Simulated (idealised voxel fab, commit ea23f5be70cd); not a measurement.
Proc. module: voxel transistor to metal
300 nm wide, 5 nm square cells: that's cross-section cut.
Cross-section, as written here: a square-cell grid given band by band from the top down, where a band holds one or more rows of cells.
The band entry comprises the height of the band's top followed by the height of its bottom, expressed in nm, and subsequently the band's materials from left to right, each stated together with its width in nm. Where a single material is marked with the word "everywhere", that material fills the band from edge to edge. The word "blank" represents empty space.
Below 0: as-received wafer, all one material; heights counted from there. Lowest band: no bottom, goes on down, written "0 nm and below".
The two numbers in a width such as "30->40" mark its ends across the band: the first belongs to the top row of cells, the second to the bottom row, and from each row to the next the width moves by the same amount.
When a step is marked "no change", none of the cells in the cross-section changed during that step.
Enclosed void catalog: empty space of 8 cells or more with no open way to the top, each as width x height at its distance from the left edge, in nm
The remark found on a step's line after its settings is issued by the simulator itself and pertains to that step.
"overlay nm" on a masked step: distance the mask lay right of its planned place, negative for left.

LIST OF PLANNED PROCESS STEPS
1: RECEIVE with material Si
2: CONFORMAL_DEP with material SiO2, thk nm 5
3: CONFORMAL_DEP with material SiN, thk nm 10
4: PATTERN with tone cover, mask id ACTIVE, material resist, width nm 100, pitch nm 125, thk nm 20, overlay nm 0
5: DIRECTIONAL_ETCH with etch materials SiN, depth nm 10
6: DIRECTIONAL_ETCH with etch materials SiO2, depth nm 5
7: DIRECTIONAL_ETCH with etch materials Si, depth nm 20
8: STRIP with etch materials resist
9: FILL_DEP with material SiO2, thk nm 5
10: CMP with height nm 15
11: SELECTIVE_ETCH with etch materials SiO2, depth nm 5
12: STRIP with etch materials SiN
13: SELECTIVE_ETCH with etch materials SiO2, depth nm 5
14: OXIDIZE with depth nm 5
15: DIRECTIONAL_DEP with material polySi, thk nm 25
16: DIRECTIONAL_DEP with material SiCN, thk nm 10
17: PATTERN with tone cover, mask id GATE, material resist, width nm 20, pitch nm 125, thk nm 20, overlay nm 0
18: DIRECTIONAL_ETCH with etch materials SiCN, depth nm 20
19: DIRECTIONAL_ETCH with etch materials polySi, depth nm 35
20: STRIP with etch materials resist
21: CONFORMAL_DEP with material SiN, thk nm 10
22: DIRECTIONAL_ETCH with etch materials SiN, depth nm 10
23: DIRECTIONAL_ETCH with etch materials SiO2, depth nm 5
24: EPI with material nSi, thk nm 5
25: FILL_DEP with material SiO2, thk nm 5
26: CMP with height nm 35
27: DIRECTIONAL_DEP with material SiO2, thk nm 10
28: PATTERN with tone open, mask id CONTACT, material resist, width nm 25, thk nm 20, overlay nm 0
29: DIRECTIONAL_ETCH with etch materials SiO2, depth nm 45
30: STRIP with etch materials resist
31: CONFORMAL_DEP with material TiN, thk nm 5
32: FILL_DEP with material W, thk nm 5
33: CMP with height nm 45
34: DIRECTIONAL_DEP with material TiN, thk nm 5
35: DIRECTIONAL_DEP with material Ru, thk nm 25
36: MASKED_ETCH with tone cover, mask id METAL_1, width nm 15, etch materials Ru, depth nm 25, overlay nm 0
37: MASKED_ETCH with tone cover, mask id METAL_1, width nm 15, etch materials TiN, depth nm 5, overlay nm 0
38: FILL_DEP with material SiO2, thk nm 5
39: CMP with height nm 75
40: CONFORMAL_DEP with material SiN, thk nm 5

AS-RECEIVED WAFER CROSS-SECTION (AFTER STEP 1)
	0 nm and below = Si everywhere
	Enclosed void catalog: none

FIRST OF TWO WAFERS, END-OF-MODULE SECTION, RUN FOLLOWED PLAN
	80 nm to 75 nm = SiN everywhere
	75 nm to 50 nm = 45 nm SiO2; 15 nm Ru; 50 nm SiO2; 15 nm Ru; 45 nm SiO2; 15 nm Ru; 50 nm SiO2; 15 nm Ru; 50 nm SiO2
	50 nm to 45 nm = 45 nm SiO2; 15 nm TiN; 50 nm SiO2; 15 nm TiN; 45 nm SiO2; 15 nm TiN; 50 nm SiO2; 15 nm TiN; 50 nm SiO2
	45 nm to 35 nm = 45 nm SiO2; 5 nm TiN; 15->10 nm W; 5->10 nm TiN; 30 nm SiO2; 5->10 nm TiN; 15->10 nm W; 5 nm TiN; 45 nm SiO2; 5 nm TiN; 15->10 nm W; 5->10 nm TiN; 30 nm SiO2; 5->10 nm TiN; 15->10 nm W; 5 nm TiN; 50 nm SiO2
	35 nm to 25 nm = 45 nm SiO2; 5 nm TiN; 10 nm W; 5 nm TiN; 10 nm SiN; 20 nm SiCN; 10 nm SiN; 5 nm TiN; 10 nm W; 5 nm TiN; 45 nm SiO2; 5 nm TiN; 10 nm W; 5 nm TiN; 10 nm SiN; 20 nm SiCN; 10 nm SiN; 5 nm TiN; 10 nm W; 5 nm TiN; 50 nm SiO2
	25 nm to 5 nm = 45 nm SiO2; 5 nm TiN; 10 nm W; 5 nm TiN; 10 nm SiN; 20 nm polySi; 10 nm SiN; 5 nm TiN; 10 nm W; 5 nm TiN; 45 nm SiO2; 5 nm TiN; 10 nm W; 5 nm TiN; 10 nm SiN; 20 nm polySi; 10 nm SiN; 5 nm TiN; 10 nm W; 5 nm TiN; 50 nm SiO2
	5 nm to 0 nm = 30 nm SiO2; 10 nm SiN; 5 nm SiO2; 20 nm TiN; 10 nm SiN; 20 nm polySi; 10 nm SiN; 20 nm TiN; 5 nm SiO2; 10 nm SiN; 15 nm SiO2; 10 nm SiN; 5 nm SiO2; 20 nm TiN; 10 nm SiN; 20 nm polySi; 10 nm SiN; 20 nm TiN; 5 nm SiO2; 10 nm SiN; 35 nm SiO2
	0 nm to -5 nm = 40 nm SiO2; 25 nm nSi; 40 nm SiO2; 25 nm nSi; 35 nm SiO2; 25 nm nSi; 40 nm SiO2; 25 nm nSi; 45 nm SiO2
	-5 nm to -20 nm = 35 nm SiO2; 100 nm Si; 25 nm SiO2; 100 nm Si; 40 nm SiO2
	-20 nm and below = Si everywhere
	Enclosed void catalog: none

SO THIS IS WAFER NUMBER TWO OF THE TWO, CUT AT THE END OF THE MODULE - IT STARTED WHERE THE FIRST DID AND HAD THE SAME PLAN, WE JUST GOT ONE THING WRONG RUNNING IT
	70 nm to 65 nm = SiN everywhere
	65 nm to 50 nm = 45 nm SiO2; 15 nm Ru; 50 nm SiO2; 15 nm Ru; 45 nm SiO2; 15 nm Ru; 50 nm SiO2; 15 nm Ru; 50 nm SiO2
	50 nm to 45 nm = 45 nm SiO2; 15 nm TiN; 50 nm SiO2; 15 nm TiN; 45 nm SiO2; 15 nm TiN; 50 nm SiO2; 15 nm TiN; 50 nm SiO2
	45 nm to 35 nm = 45 nm SiO2; 5 nm TiN; 15->10 nm W; 5->10 nm TiN; 30 nm SiO2; 5->10 nm TiN; 15->10 nm W; 5 nm TiN; 45 nm SiO2; 5 nm TiN; 15->10 nm W; 5->10 nm TiN; 30 nm SiO2; 5->10 nm TiN; 15->10 nm W; 5 nm TiN; 50 nm SiO2
	35 nm to 25 nm = 45 nm SiO2; 5 nm TiN; 10 nm W; 5 nm TiN; 10 nm SiN; 20 nm SiCN; 10 nm SiN; 5 nm TiN; 10 nm W; 5 nm TiN; 45 nm SiO2; 5 nm TiN; 10 nm W; 5 nm TiN; 10 nm SiN; 20 nm SiCN; 10 nm SiN; 5 nm TiN; 10 nm W; 5 nm TiN; 50 nm SiO2
	25 nm to 5 nm = 45 nm SiO2; 5 nm TiN; 10 nm W; 5 nm TiN; 10 nm SiN; 20 nm polySi; 10 nm SiN; 5 nm TiN; 10 nm W; 5 nm TiN; 45 nm SiO2; 5 nm TiN; 10 nm W; 5 nm TiN; 10 nm SiN; 20 nm polySi; 10 nm SiN; 5 nm TiN; 10 nm W; 5 nm TiN; 50 nm SiO2
	5 nm to 0 nm = 30 nm SiO2; 10 nm SiN; 5 nm SiO2; 20 nm TiN; 10 nm SiN; 20 nm polySi; 10 nm SiN; 20 nm TiN; 5 nm SiO2; 10 nm SiN; 15 nm SiO2; 10 nm SiN; 5 nm SiO2; 20 nm TiN; 10 nm SiN; 20 nm polySi; 10 nm SiN; 20 nm TiN; 5 nm SiO2; 10 nm SiN; 35 nm SiO2
	0 nm to -5 nm = 40 nm SiO2; 25 nm nSi; 40 nm SiO2; 25 nm nSi; 35 nm SiO2; 25 nm nSi; 40 nm SiO2; 25 nm nSi; 45 nm SiO2
	-5 nm to -20 nm = 35 nm SiO2; 100 nm Si; 25 nm SiO2; 100 nm Si; 40 nm SiO2
	-20 nm and below = Si everywhere
	Enclosed void catalog: none
The plan and the run diverged here: step 39 was not run as planned; what actually ran was CMP with height nm 65
End of process, cell counts, second wafer against first, materials with more or fewer: Ru: 24 fewer; SiO2: 96 fewer
